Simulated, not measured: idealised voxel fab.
process module | voxel capacitor over wiring
cross-section cut | 290 nm wide | cells 5 nm
A cross-section is a grid of square cells, given in bands from the top down. A band is one or more rows of cells.
Each band's line starts with the height of the band's top and of its bottom, in nm. Then come its materials from left to right, each with its width in nm. One material with "throughout" fills the band from edge to edge. "air" is empty space.
Height 0 is the level under which the wafer as received is all one material. The lowest band goes on downwards, as in "0 down".
A width such as "30 to 40" changes by the same amount from each row of cells to the next, from the band's top row to its bottom row.
"no change" after a step means that no cell of the cross-section changed.
closed voids: empty space of 8 cells or more with no open way to the top, each as width x height at its distance from the left edge, in nm
after a step's settings: what the simulator itself notes on the step
overlay nm, on a step with a mask: how far to the right of its planned place the mask lay; to the left if negative
plan
1 op RECEIVE | material Si
2 op CONFORMAL_DEP | material SiO2 | thk nm 10
3 op CONFORMAL_DEP | material SiN | thk nm 5
4 op DIRECTIONAL_DEP | material SiO2 | thk nm 25
5 op PATTERN | tone open | mask id METAL_1 | material resist | width nm 20 | pitch nm 75 | thk nm 15 | overlay nm 0
6 op DIRECTIONAL_ETCH | etch materials SiO2 | depth nm 25
7 op DIRECTIONAL_ETCH | etch materials SiN | depth nm 5
8 op STRIP | etch materials resist
9 op CONFORMAL_DEP | material TiN | thk nm 5
10 op FILL_DEP | material Cu | thk nm 5
11 op CMP | height nm 40
12 op CONFORMAL_DEP | material SiCN | thk nm 5
13 op DIRECTIONAL_DEP | material SiO2 | thk nm 15
14 op DIRECTIONAL_DEP | material aC | thk nm 15
15 op PATTERN | tone open | mask id PLUG_1 | material resist | width nm 15 | thk nm 35 | overlay nm 0
16 op DIRECTIONAL_ETCH | etch materials aC | depth nm 15
17 op STRIP | etch materials resist
18 op DIRECTIONAL_ETCH | etch materials SiO2 | depth nm 15
19 op DIRECTIONAL_ETCH | etch materials SiCN | depth nm 5
20 op STRIP | etch materials aC
21 op EPI | material Ru | thk nm 10
22 op EPI | material Ru | thk nm 10
23 op DIRECTIONAL_DEP | material TiN | thk nm 5
24 op DIRECTIONAL_DEP | material Al2O3 | thk nm 5
25 op DIRECTIONAL_DEP | material TiN | thk nm 5
26 op MASKED_ETCH | tone cover | mask id UPPER_PLATE | width nm 60 | etch materials TiN | depth nm 5 | overlay nm 0
27 op MASKED_ETCH | tone cover | mask id UPPER_PLATE | width nm 60 | etch materials Al2O3 | depth nm 5 | overlay nm 0
28 op MASKED_ETCH | tone cover | mask id LOWER_PLATE | width nm 70 | etch materials TiN | depth nm 5 | overlay nm 0
29 op FILL_DEP | material SiO2 | thk nm 15
30 op CMP | height nm 85
31 op PATTERN | tone open | mask id PLUG_2 | material resist | width nm 15 | thk nm 20 | overlay nm 0
32 op DIRECTIONAL_ETCH | etch materials SiO2 | depth nm 10
33 op STRIP | etch materials resist
34 op CONFORMAL_DEP | material TiN | thk nm 5
35 op FILL_DEP | material Ru | thk nm 5
36 op CMP | height nm 85
37 op CONFORMAL_DEP | material SiCN | thk nm 5
as received, after step 1
  0 down: Si throughout
  closed voids: none
first wafer at the end, as planned
  90 to 85: SiCN throughout
  85 to 80: SiO2 110 | TiN 5 | Ru 5 | TiN 5 | SiO2 165
  80 to 70: SiO2 110 to 100 | TiN 15 to 60 | SiO2 165 to 130
  70 to 65: SiO2 100 | Al2O3 60 | SiO2 130
  65 to 60: SiO2 95 | TiN 70 | SiO2 125
  60 to 45: SiO2 100 | Ru 15 | SiO2 175
  45 to 40: SiCN 100 | Ru 15 | SiCN 175
  40 to 15: SiO2 95 | TiN 5 | Cu 10 | TiN 5 | SiO2 55 | TiN 5 | Cu 10 | TiN 5 | SiO2 100
  15 to 10: SiN 95 | TiN 20 | SiN 55 | TiN 20 | SiN 100
  10 to 0: SiO2 throughout
  0 down: Si throughout
  closed voids: none
second wafer at the end: like start, like plan, one mistake
  90 to 85: SiCN throughout
  85 to 80: SiO2 110 | TiN 5 | Ru 5 | TiN 5 | SiO2 165
  80 to 70: SiO2 110 to 100 | TiN 15 to 60 | SiO2 165 to 130
  70 to 65: SiO2 100 | Al2O3 60 | SiO2 130
  65 to 60: SiO2 95 | TiN 70 | SiO2 125
  60 to 45: SiO2 100 | Ru 15 | SiO2 175
  45 to 40: SiCN 100 | Ru 15 | SiCN 175
  40 to 35: TiN 100 | Cu 10 | TiN 65 | Cu 10 | TiN 105
  35 to 15: SiO2 95 | TiN 5 | Cu 10 | TiN 5 | SiO2 55 | TiN 5 | Cu 10 | TiN 5 | SiO2 100
  15 to 10: SiN 95 | TiN 20 | SiN 55 | TiN 20 | SiN 100
  10 to 0: SiO2 throughout
  0 down: Si throughout
  closed voids: none
what went wrong: step 4 ran as: op DIRECTIONAL_DEP | material SiO2 | thk nm 20
at the end the second wafer has, in cells: 50 fewer of SiO2 | 50 more of TiN
